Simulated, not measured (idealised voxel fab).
Process module name: voxel lift off
Section cut is 295 nm wide and gridded with 5 nm square cells.
Format of a cross-section: grid, square cells. Given as bands. Order: top down. Band: one or more rows of cells. Quick guide to a band line: top height, bottom height (nm) up front; then every material left to right with its width in nm. Only one material and it's marked "everywhere"? Then it fills the band edge to edge. And "blank" just means empty space. Below 0: as-received wafer, all one material; heights counted from there. Lowest band: no bottom, goes on down, written "0 down". Per-row width for "30..40": begins at first number (top row of band), ends at second number (bottom row), increment between rows held constant. Any step labelled "no change occurred" changed none of the cells in the cross-section. Any empty space of 8 cells or more lacking an open way to the top shows up in "Listed closed voids" as width x height at distance, distance from the left edge, in nm. Formally, on a step line, whatever follows the settings is a remark that the simulator itself makes on the step. The "overlay nm" setting may appear on a step's line; for a step that uses a mask, it gives how far to the right of its planned position the mask lay, and a negative value indicates the left.

**Here's what the planned process steps look like**
1. RECEIVE, material Si
2. CONFORMAL_DEP, material Al2O3, thk nm 5
3. PATTERN, tone open, mask id LINES, material resist, width nm 30, pitch nm 50, thk nm 30, overlay nm 0
4. DIRECTIONAL_DEP, material Ru, thk nm 15
5. STRIP, etch materials resist
6. CONFORMAL_DEP, material SiCN, thk nm 5

**first wafer, as planned**

**As-received state of the wafer in cross-section, equivalent to post-step 1**
0 down = Si everywhere
Listed closed voids: none

**Cross-section: wafer state after step 2**
5 to 0 = Al2O3 everywhere
below 0: unchanged

**Cross-section: wafer state after step 3**
35 to 5 = resist: 105; blank: 30; resist: 20; blank: 30; resist: 110
below 5: unchanged

**Cross-section: wafer state after step 4**
50 to 35 = Ru: 105; blank: 30; Ru: 20; blank: 30; Ru: 110
35 to 20 = resist: 105; blank: 30; resist: 20; blank: 30; resist: 110
20 to 5 = resist: 105; Ru: 30; resist: 20; Ru: 30; resist: 110
below 5: unchanged

**Cross-section: wafer state after step 5**
20 to 5 = blank: 105; Ru: 30; blank: 20; Ru: 30; blank: 110
below 5: unchanged

**Cross-section: wafer state after step 6**
25 to 20 = blank: 100; SiCN: 40; blank: 10; SiCN: 40; blank: 105
20 to 10 = blank: 100; SiCN: 5; Ru: 30; SiCN: 5; blank: 10; SiCN: 5; Ru: 30; SiCN: 5; blank: 105
10 to 5 = SiCN: 105; Ru: 30; SiCN: 20; Ru: 30; SiCN: 110
below 5: unchanged

**Now the other wafer: same start, same recipe, but we messed up one thing when running it. Up to and including step 1 it's the same as the first one**

Cross-sectional representation of the second wafer at the time designated in the plan for the completion of step 2: no change occurred

**Cross-sectional representation of the second wafer at the time designated in the plan for the completion of step 3**
30 to 0 = resist: 105; blank: 30; resist: 20; blank: 30; resist: 110
below 0: unchanged

**Cross-sectional representation of the second wafer at the time designated in the plan for the completion of step 4**
45 to 30 = Ru: 105; blank: 30; Ru: 20; blank: 30; Ru: 110
30 to 15 = resist: 105; blank: 30; resist: 20; blank: 30; resist: 110
15 to 0 = resist: 105; Ru: 30; resist: 20; Ru: 30; resist: 110
below 0: unchanged

**Cross-sectional representation of the second wafer at the time designated in the plan for the completion of step 5**
15 to 0 = blank: 105; Ru: 30; blank: 20; Ru: 30; blank: 110
below 0: unchanged

**Cross-sectional representation of the second wafer at the time designated in the plan for the completion of step 6**
20 to 15 = blank: 100; SiCN: 40; blank: 10; SiCN: 40; blank: 105
15 to 5 = blank: 100; SiCN: 5; Ru: 30; SiCN: 5; blank: 10; SiCN: 5; Ru: 30; SiCN: 5; blank: 105
5 to 0 = SiCN: 105; Ru: 30; SiCN: 20; Ru: 30; SiCN: 110
below 0: unchanged
Here's what went sideways: plan step 2 was not performed, having been skipped
Final tally in cells, some materials are higher or lower on the second wafer than on the first: Al2O3 -59
